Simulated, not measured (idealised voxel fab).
process module | voxel transistor to metal
cross-section cut | 295 nm wide | cells 5 nm
A cross-section is a grid of square cells, given in bands from the top down. A band is one or more rows of cells.
Each band's line starts with the height of the band's top and of its bottom, in nm. Then come its materials from left to right, each with its width in nm. One material with "throughout" fills the band from edge to edge. "air" is empty space.
Height 0 is the level under which the wafer as received is all one material. The lowest band goes on downwards, as in "0 down".
A width such as "30 to 40" changes by the same amount from each row of cells to the next, from the band's top row to its bottom row.
"no change" after a step means that no cell of the cross-section changed.
closed voids: empty space of 8 cells or more with no open way to the top, each as width x height at its distance from the left edge, in nm
after a step's settings: what the simulator itself notes on the step
overlay nm, on a step with a mask: how far to the right of its planned place the mask lay; to the left if negative
plan
1 op RECEIVE | material Si
2 op CONFORMAL_DEP | material SiO2 | thk nm 5
3 op CONFORMAL_DEP | material SiN | thk nm 10
4 op DIRECTIONAL_DEP | material aC | thk nm 10
5 op PATTERN | tone cover | mask id ACTIVE | material resist | width nm 95 | pitch nm 120 | thk nm 25 | overlay nm 0
6 op DIRECTIONAL_ETCH | etch materials aC | depth nm 10
7 op STRIP | etch materials resist
8 op DIRECTIONAL_ETCH | etch materials SiN | depth nm 10
9 op DIRECTIONAL_ETCH | etch materials SiO2 | depth nm 5
10 op DIRECTIONAL_ETCH | etch materials Si | depth nm 30
11 op STRIP | etch materials aC
12 op FILL_DEP | material SiO2 | thk nm 10
13 op CMP | height nm 15
14 op SELECTIVE_ETCH | etch materials SiO2 | depth nm 5
15 op STRIP | etch materials SiN
16 op SELECTIVE_ETCH | etch materials SiO2 | depth nm 5
17 op OXIDIZE | depth nm 5
18 op DIRECTIONAL_DEP | material polySi | thk nm 20
19 op DIRECTIONAL_DEP | material SiCN | thk nm 10
20 op MASKED_ETCH | tone cover | mask id GATE | width nm 25 | pitch nm 120 | etch materials SiCN | depth nm 20 | overlay nm 0
21 op MASKED_ETCH | tone cover | mask id GATE | width nm 25 | pitch nm 120 | etch materials polySi | depth nm 30 | overlay nm 0
22 op CONFORMAL_DEP | material SiO2 | thk nm 5
23 op DIRECTIONAL_ETCH | etch materials SiO2 | depth nm 5
24 op CONFORMAL_DEP | material SiN | thk nm 5
25 op DIRECTIONAL_ETCH | etch materials SiN | depth nm 5
26 op DIRECTIONAL_ETCH | etch materials SiO2 | depth nm 5
27 op DIRECTIONAL_ETCH | etch materials Si | depth nm 15
28 op EPI | material nSi | thk nm 15
29 op FILL_DEP | material SiO2 | thk nm 10
30 op CMP | height nm 20
31 op STRIP | etch materials polySi
32 op SELECTIVE_ETCH | etch materials SiO2 | depth nm 5
33 op CONFORMAL_DEP | material HfO2 | thk nm 5
34 op CONFORMAL_DEP | material TiN | thk nm 5
35 op FILL_DEP | material W | thk nm 5
36 op CMP | height nm 15
37 op DIRECTIONAL_DEP | material SiO2 | thk nm 10
38 op MASKED_ETCH | tone open | mask id CONTACT | width nm 15 | etch materials SiO2 | depth nm 15 | overlay nm 0
39 op CONFORMAL_DEP | material TiN | thk nm 5
40 op FILL_DEP | material Ru | thk nm 10
41 op CMP | height nm 25
42 op DIRECTIONAL_DEP | material TiN | thk nm 5
43 op DIRECTIONAL_DEP | material Ru | thk nm 20
44 op DIRECTIONAL_DEP | material aC | thk nm 10
45 op PATTERN | tone cover | mask id METAL_1 | material resist | width nm 15 | thk nm 30 | overlay nm 0
46 op DIRECTIONAL_ETCH | etch materials aC | depth nm 10
47 op STRIP | etch materials resist
48 op DIRECTIONAL_ETCH | etch materials Ru | depth nm 20
49 op DIRECTIONAL_ETCH | etch materials TiN | depth nm 5
50 op STRIP | etch materials aC
51 op CONFORMAL_DEP | material SiCN | thk nm 5
52 op FILL_DEP | material SiO2 | thk nm 10
53 op CMP | height nm 50
54 op CONFORMAL_DEP | material SiCN | thk nm 5
as received, after step 1
  0 down: Si throughout
  closed voids: none
first wafer at the end, as planned
  55 to 50: SiCN throughout
  50 to 30: SiO2 40 | SiCN 5 | Ru 15 | SiCN 5 | SiO2 45 | SiCN 5 | Ru 15 | SiCN 5 | SiO2 25 | SiCN 5 | Ru 15 | SiCN 5 | SiO2 45 | SiCN 5 | Ru 15 | SiCN 5 | SiO2 40
  30 to 25: SiCN 45 | TiN 15 | SiCN 55 | TiN 15 | SiCN 35 | TiN 15 | SiCN 55 | TiN 15 | SiCN 45
  25 to 15: SiO2 45 | TiN 5 | Ru 5 | TiN 5 | SiO2 55 | TiN 5 | Ru 5 | TiN 5 | SiO2 35 | TiN 5 | Ru 5 | TiN 5 | SiO2 55 | TiN 5 | Ru 5 | TiN 5 | SiO2 45
  15 to 10: SiO2 45 | TiN 15 | SiO2 5 | SiN 5 | HfO2 5 | TiN 5 | W 15 | TiN 5 | HfO2 5 | SiN 5 | SiO2 5 | TiN 15 | SiO2 35 | TiN 15 | SiO2 5 | SiN 5 | HfO2 5 | TiN 5 | W 15 | TiN 5 | HfO2 5 | SiN 5 | SiO2 5 | TiN 15 | SiO2 45
  10 to 5: SiO2 40 | nSi 25 | SiN 5 | HfO2 5 | TiN 5 | W 15 | TiN 5 | HfO2 5 | SiN 5 | nSi 25 | SiO2 25 | nSi 25 | SiN 5 | HfO2 5 | TiN 5 | W 15 | TiN 5 | HfO2 5 | SiN 5 | nSi 25 | SiO2 40
  5 to 0: SiO2 40 | SiN 5 | nSi 20 | SiN 5 | HfO2 5 | TiN 25 | HfO2 5 | SiN 5 | nSi 20 | SiN 5 | SiO2 25 | SiN 5 | nSi 20 | SiN 5 | HfO2 5 | TiN 25 | HfO2 5 | SiN 5 | nSi 20 | SiN 5 | SiO2 40
  0 to -5: SiO2 45 | nSi 20 | SiO2 5 | HfO2 35 | SiO2 5 | nSi 20 | SiO2 35 | nSi 20 | SiO2 5 | HfO2 35 | SiO2 5 | nSi 20 | SiO2 45
  -5 to -20: SiO2 40 | Si 5 | nSi 20 | Si 45 | nSi 20 | Si 5 | SiO2 25 | Si 5 | nSi 20 | Si 45 | nSi 20 | Si 5 | SiO2 40
  -20 to -30: SiO2 40 | Si 95 | SiO2 25 | Si 95 | SiO2 40
  -30 down: Si throughout
  closed voids: none
second wafer at the end: like start, like plan, one mistake
  55 to 50: SiCN throughout
  50 to 30: SiO2 40 | SiCN 5 | Ru 15 | SiCN 5 | SiO2 45 | SiCN 5 | Ru 15 | SiCN 5 | SiO2 25 | SiCN 5 | Ru 15 | SiCN 5 | SiO2 45 | SiCN 5 | Ru 15 | SiCN 5 | SiO2 40
  30 to 25: SiCN 45 | TiN 15 | SiCN 55 | TiN 15 | SiCN 35 | TiN 15 | SiCN 55 | TiN 15 | SiCN 45
  25 to 20: SiO2 45 | TiN 5 | Ru 5 | TiN 5 | SiO2 55 | TiN 5 | Ru 5 | TiN 5 | SiO2 35 | TiN 5 | Ru 5 | TiN 5 | SiO2 55 | TiN 5 | Ru 5 | TiN 5 | SiO2 45
  20 to 15: SiO2 45 | TiN 15 | SiO2 55 | TiN 15 | SiO2 35 | TiN 15 | SiO2 55 | TiN 15 | SiO2 45
  15 to 10: HfO2 40 | SiO2 5 | SiN 5 | TiN 10 | SiO2 5 | SiN 5 | HfO2 5 | TiN 5 | W 15 | TiN 5 | HfO2 5 | SiN 5 | SiO2 5 | TiN 10 | SiN 5 | SiO2 5 | HfO2 25 | SiO2 5 | SiN 5 | TiN 10 | SiO2 5 | SiN 5 | HfO2 5 | TiN 5 | W 15 | TiN 5 | HfO2 5 | SiN 5 | SiO2 5 | TiN 10 | SiN 5 | SiO2 5 | HfO2 40
  10 to 5: HfO2 40 | SiO2 5 | SiN 5 | nSi 15 | SiN 5 | HfO2 5 | TiN 5 | W 15 | TiN 5 | HfO2 5 | SiN 5 | nSi 15 | SiN 5 | SiO2 5 | HfO2 25 | SiO2 5 | SiN 5 | nSi 15 | SiN 5 | HfO2 5 | TiN 5 | W 15 | TiN 5 | HfO2 5 | SiN 5 | nSi 15 | SiN 5 | SiO2 5 | HfO2 40
  5 to 0: HfO2 40 | SiO2 5 | SiN 5 | nSi 15 | SiN 5 | HfO2 5 | TiN 25 | HfO2 5 | SiN 5 | nSi 15 | SiN 5 | SiO2 5 | HfO2 25 | SiO2 5 | SiN 5 | nSi 15 | SiN 5 | HfO2 5 | TiN 25 | HfO2 5 | SiN 5 | nSi 15 | SiN 5 | SiO2 5 | HfO2 40
  0 to -5: HfO2 40 | SiO2 10 | nSi 15 | SiO2 5 | HfO2 35 | SiO2 5 | nSi 15 | SiO2 10 | HfO2 25 | SiO2 10 | nSi 15 | SiO2 5 | HfO2 35 | SiO2 5 | nSi 15 | SiO2 10 | HfO2 40
  -5 to -20: HfO2 40 | Si 10 | nSi 15 | Si 45 | nSi 15 | Si 10 | HfO2 25 | Si 10 | nSi 15 | Si 45 | nSi 15 | Si 10 | HfO2 40
  -20 to -30: HfO2 40 | Si 95 | HfO2 25 | Si 95 | HfO2 40
  -30 down: Si throughout
  closed voids: none
what went wrong: step 12 ran as: op FILL_DEP | material HfO2 | thk nm 10
at the end the second wafer has, in cells: 189 more of HfO2 | 4 fewer of Ru | 12 more of Si | 8 more of SiN | 177 fewer of SiO2 | 28 fewer of nSi
